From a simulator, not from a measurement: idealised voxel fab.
Proc. module: voxel quadruple lines
165 nm wide, 5 nm square cells: that's cross-section cut.
Cross-section = grid of square cells, listed top down in bands; band = one or more rows.
Top height, bottom height, nm. Materials left to right, width each, nm. Single material + "everywhere" = fills band edge to edge. "air" = empty.
Ref level 0: as-received wafer is one material below here. Bottom band extends down with no lower bound ("0 -> down").
The notation "30..40" denotes a width that varies across the rows of cells in the band, beginning at the first number in the top row, finishing at the second number in the bottom row, and changing by an identical amount from each row to the next.
Key: "all unchanged" - step with no changed cell in the cross-section.
"Sealed void list" contains a list of empty spaces, each no smaller than 8 cells and without an open way to the top, written in the form width x height at distance with the distance from the left edge and all three in nm.
On a step's line, text after the settings is the simulator commenting on that step.
overlay nm: right-of-plan distance of the mask on a masked step; negative values mean left-of-plan.
So here's the lineup of process steps we planned:
step 1: RECEIVE: material Si
step 2: CONFORMAL_DEP: material SiO2, thk nm 10
step 3: DIRECTIONAL_DEP: material Ru, thk nm 10
step 4: DIRECTIONAL_DEP: material polySi, thk nm 20
step 5: DIRECTIONAL_DEP: material aC, thk nm 25
step 6: PATTERN: tone cover, mask id MANDREL, material resist, width nm 25, thk nm 35, overlay nm 0
step 7: DIRECTIONAL_ETCH: etch materials aC, depth nm 25
step 8: STRIP: etch materials resist
step 9: CONFORMAL_DEP: material SiO2, thk nm 15
step 10: DIRECTIONAL_ETCH: etch materials SiO2, depth nm 15
step 11: STRIP: etch materials aC
step 12: DIRECTIONAL_ETCH: etch materials polySi, depth nm 20
step 13: STRIP: etch materials SiO2
step 14: CONFORMAL_DEP: material SiN, thk nm 5
step 15: DIRECTIONAL_ETCH: etch materials SiN, depth nm 5
step 16: STRIP: etch materials polySi
step 17: DIRECTIONAL_ETCH: etch materials Ru, depth nm 10
step 18: STRIP: etch materials SiN
step 19: FILL_DEP: material lowk, thk nm 10
step 20: CMP: height nm 20
So this is the incoming wafer in cross-section - it's already been through step 1:
> 0 -> down  Si everywhere
> Sealed void list: none
Result of the module, cross-sectioned: start per above, plan per above, one error in how it was run:
> 20 -> 15  lowk everywhere
> 15 -> 5  lowk: 50 / Ru: 5 / lowk: 15 / Ru: 5 / lowk: 15 / Ru: 5 / lowk: 15 / Ru: 5 / lowk: 50
> 5 -> 0  SiO2 everywhere
> 0 -> down  Si everywhere
> Sealed void list: none
Finding, execution versus plan: the process deviated at step 2: the operation and settings actually run there were CONFORMAL_DEP: material SiO2, thk nm 5
